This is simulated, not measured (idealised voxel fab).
Name of the process module below: voxel air gaps
Section cut is 295 nm wide and gridded with 5 nm square cells.
Cross-section spec: square-cell grid; bands listed top down; each band is one or more rows. What a band's entry tells you: where the top is and where the bottom is, as heights in nm, and after that what lies inside, material by material from left to right, each with its width in nm. Empty space is written as the word "empty", and a single material marked with the word "edge to edge" occupies the band from edge to edge. Measure heights from 0. That's the level where, below it, the as-received wafer is all one material. The lowest band is bottomless and extends downward; write it as in "0..down". The two numbers in a width such as "30..40" mark its ends across the band: the first belongs to the top row of cells, the second to the bottom row, and from each row to the next the width moves by the same amount. What does "same as before" mean for a step? It means no cell of the cross-section changed in that step. Heads up: "Sealed void listing" only lists the empty pockets with no open path to the top that are 8 cells or more, and it writes them as width x height at distance, distance from the left edge, in nm. That trailing text on a step's line, after the settings, is the simulator's own remark on the step. When a step includes a mask, the "overlay nm" setting on its line states how far to the right of its planned place that mask lay, and negative values state how far to the left.

**List of planned process steps**
1. op RECEIVE | material Si
2. op CONFORMAL_DEP | material SiO2 | thk nm 15
3. op CONFORMAL_DEP | material SiCN | thk nm 5
4. op DIRECTIONAL_DEP | material SiO2 | thk nm 40
5. op PATTERN | tone open | mask id LINES | material resist | width nm 20 | pitch nm 45 | thk nm 15 | overlay nm 0
6. op DIRECTIONAL_ETCH | etch materials SiO2 | depth nm 40
7. op STRIP | etch materials resist
8. op CONFORMAL_DEP | material TiN | thk nm 5
9. op FILL_DEP | material Ru | thk nm 10
10. op CMP | height nm 60
11. op EPI | material Ru | thk nm 10
12. op SELECTIVE_ETCH | etch materials SiO2 | depth nm 50
13. op CONFORMAL_DEP | material SiCN | thk nm 5

**Incoming wafer, cross-sectional view, post step 1**
0..down | Si edge to edge
Sealed void listing: none

**Below is the wafer in cross-section after the module was completed. It began from the starting point shown above and followed the plan shown above, except that one mistake was made while running it**
75..70 | 50 nm empty, then 185 nm SiCN, then 60 nm empty
70..60 | 50 nm empty, then 5 nm SiCN, then 40 nm Ru, then 5 nm SiCN, then 40 nm Ru, then 5 nm SiCN, then 40 nm Ru, then 5 nm SiCN, then 40 nm Ru, then 5 nm SiCN, then 60 nm empty
60..55 | 50 nm empty, then 15 nm SiCN, then 5 nm TiN, then 10 nm Ru, then 5 nm TiN, then 25 nm SiCN, then 5 nm TiN, then 10 nm Ru, then 5 nm TiN, then 25 nm SiCN, then 5 nm TiN, then 10 nm Ru, then 5 nm TiN, then 25 nm SiCN, then 5 nm TiN, then 10 nm Ru, then 5 nm TiN, then 15 nm SiCN, then 60 nm empty
55..25 | 60 nm empty, then 5 nm SiCN, then 5 nm TiN, then 10 nm Ru, then 5 nm TiN, then 5 nm SiCN, then 15 nm empty, then 5 nm SiCN, then 5 nm TiN, then 10 nm Ru, then 5 nm TiN, then 5 nm SiCN, then 15 nm empty, then 5 nm SiCN, then 5 nm TiN, then 10 nm Ru, then 5 nm TiN, then 5 nm SiCN, then 15 nm empty, then 5 nm SiCN, then 5 nm TiN, then 10 nm Ru, then 5 nm TiN, then 5 nm SiCN, then 70 nm empty
25..20 | 65 nm SiCN, then 20 nm TiN, then 25 nm SiCN, then 20 nm TiN, then 25 nm SiCN, then 20 nm TiN, then 25 nm SiCN, then 20 nm TiN, then 75 nm SiCN
20..15 | SiCN edge to edge
15..0 | SiO2 edge to edge
0..down | Si edge to edge
Sealed void listing: 15 x 30 at 90; 15 x 30 at 135; 15 x 30 at 180
Nonconformance to the process plan: planned and actual differ for step 5; actual: op PATTERN | tone open | mask id LINES | material resist | width nm 20 | pitch nm 45 | thk nm 15 | overlay nm -5
